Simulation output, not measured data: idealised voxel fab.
Presented below is a process module, voxel capacitor over wiring.
Pictured: cross-section cut, 245 nm wide, on a grid of 5 nm square cells.
Reading order for cross-sections: top band down to bottom band. Underlying form: a grid of square cells. Band size: one or more rows of cells.
It is stipulated that each band's entry specify, in nanometres, the height of the top of the band and then that of its bottom, followed by the materials of the band in left-to-right sequence, each together with its width in nanometres. A single material marked by the word "full width" is understood to fill the band from edge to edge; the word "air" is understood to denote empty space.
Heights are expressed relative to 0, this being the level below which the as-received wafer comprises one material exclusively. The lowest band is unbounded in the downward direction and is denoted as in "0 and below".
Width "30..40": first value at the band's top row of cells, second value at its bottom row, equal change from row to row.
Step note "nothing changed" = no cross-section cell changed.
"Encapsulated voids" means: voids of 8 cells or more that are shut off from the top with no open way through. Written width x height at distance, distance from the left edge, in nm.
Heads up: the bit after the settings on a step's line is the simulator's remark on that step.
overlay nm, on a step with a mask: how far to the right of its planned place the mask lay; to the left if negative
Planned process steps
step 1: RECEIVE with material Si
step 2: CONFORMAL_DEP with material SiO2, thk nm 10
step 3: CONFORMAL_DEP with material SiN, thk nm 5
step 4: DIRECTIONAL_DEP with material SiO2, thk nm 15
step 5: PATTERN with tone open, mask id METAL_1, material resist, width nm 30, pitch nm 95, thk nm 20, overlay nm 0
step 6: DIRECTIONAL_ETCH with etch materials SiO2, depth nm 15
step 7: DIRECTIONAL_ETCH with etch materials SiN, depth nm 5
step 8: STRIP with etch materials resist
step 9: CONFORMAL_DEP with material TiN, thk nm 5
step 10: FILL_DEP with material W, thk nm 5
step 11: CMP with height nm 30
step 12: EPI with material Ru, thk nm 5
step 13: FILL_DEP with material SiCN, thk nm 5
step 14: DIRECTIONAL_DEP with material lowk, thk nm 20
step 15: DIRECTIONAL_DEP with material aC, thk nm 10
step 16: PATTERN with tone open, mask id PLUG_1, material resist, width nm 15, thk nm 30, overlay nm 0
step 17: DIRECTIONAL_ETCH with etch materials aC, depth nm 10
step 18: STRIP with etch materials resist
step 19: DIRECTIONAL_ETCH with etch materials lowk, depth nm 20
step 20: DIRECTIONAL_ETCH with etch materials SiCN, depth nm 5
step 21: STRIP with etch materials aC
step 22: EPI with material Ru, thk nm 10
step 23: EPI with material Ru, thk nm 10
step 24: EPI with material Ru, thk nm 5
step 25: DIRECTIONAL_DEP with material TiN, thk nm 5
step 26: DIRECTIONAL_DEP with material Al2O3, thk nm 5
step 27: DIRECTIONAL_DEP with material TiN, thk nm 5
step 28: PATTERN with tone cover, mask id UPPER_PLATE, material resist, width nm 70, thk nm 20, overlay nm 0
step 29: DIRECTIONAL_ETCH with etch materials TiN, depth nm 5
step 30: DIRECTIONAL_ETCH with etch materials Al2O3, depth nm 5
step 31: STRIP with etch materials resist
step 32: DIRECTIONAL_DEP with material aC, thk nm 10
step 33: PATTERN with tone cover, mask id LOWER_PLATE, material resist, width nm 80, thk nm 30, overlay nm 0
step 34: DIRECTIONAL_ETCH with etch materials aC, depth nm 10
step 35: STRIP with etch materials resist
step 36: DIRECTIONAL_ETCH with etch materials TiN, depth nm 5
step 37: STRIP with etch materials aC
step 38: FILL_DEP with material SiO2, thk nm 15
step 39: CMP with height nm 85
step 40: PATTERN with tone open, mask id PLUG_2, material resist, width nm 15, thk nm 15, overlay nm 0
step 41: DIRECTIONAL_ETCH with etch materials SiO2, depth nm 10
step 42: STRIP with etch materials resist
step 43: CONFORMAL_DEP with material TiN, thk nm 5
step 44: FILL_DEP with material Cu, thk nm 5
step 45: CMP with height nm 85
step 46: CONFORMAL_DEP with material SiCN, thk nm 5
Cross-section, incoming material, after step 1
  0 and below  Si full width
  Encapsulated voids: none
Cross-sectional image of the first of two wafers at the end of the module, the run having proceeded as planned
  90 down to 85  SiCN full width
  85 down to 80  SiO2=85 / TiN=5 / Cu=5 / TiN=5 / SiO2=145
  80 down to 70  SiO2=85..75 / TiN=15..70 / SiO2=145..100
  70 down to 65  SiO2=75 / Al2O3=70 / SiO2=100
  65 down to 60  SiO2=70 / TiN=80 / SiO2=95
  60 down to 40  lowk=75 / Ru=15 / lowk=155
  40 down to 35  SiCN=75 / Ru=15 / SiCN=155
  35 down to 30  SiCN=55 / Ru=40 / SiCN=55 / Ru=40 / SiCN=55
  30 down to 15  SiO2=60 / TiN=5 / W=20 / TiN=5 / SiO2=65 / TiN=5 / W=20 / TiN=5 / SiO2=60
  15 down to 10  SiN=60 / TiN=30 / SiN=65 / TiN=30 / SiN=60
  10 down to 0  SiO2 full width
  0 and below  Si full width
  Encapsulated voids: none
Wafer two, end of module, cross-section. Same start, same plan as wafer one. One mistake in the run
  90 down to 85  SiCN full width
  85 down to 80  SiO2=85 / TiN=5 / Cu=5 / TiN=5 / SiO2=145
  80 down to 70  SiO2=85..75 / TiN=15..70 / SiO2=145..100
  70 down to 65  SiO2=75 / Al2O3=70 / SiO2=100
  65 down to 60  SiO2=70 / TiN=80 / SiO2=95
  60 down to 40  lowk=75 / Ru=20 / lowk=150
  40 down to 35  SiCN=75 / Ru=20 / SiCN=150
  35 down to 30  SiCN=55 / Ru=40 / SiCN=55 / Ru=40 / SiCN=55
  30 down to 15  SiO2=60 / TiN=5 / W=20 / TiN=5 / SiO2=65 / TiN=5 / W=20 / TiN=5 / SiO2=60
  15 down to 10  SiN=60 / TiN=30 / SiN=65 / TiN=30 / SiN=60
  10 down to 0  SiO2 full width
  0 and below  Si full width
  Encapsulated voids: none
Nonconformance to the process plan: planned and actual differ for step 16; actual: PATTERN with tone open, mask id PLUG_1, material resist, width nm 20, thk nm 30, overlay nm 0
Final comparison by cell count, materials where the second wafer has more or fewer than the first: Ru +5 | SiCN -1 | lowk -4
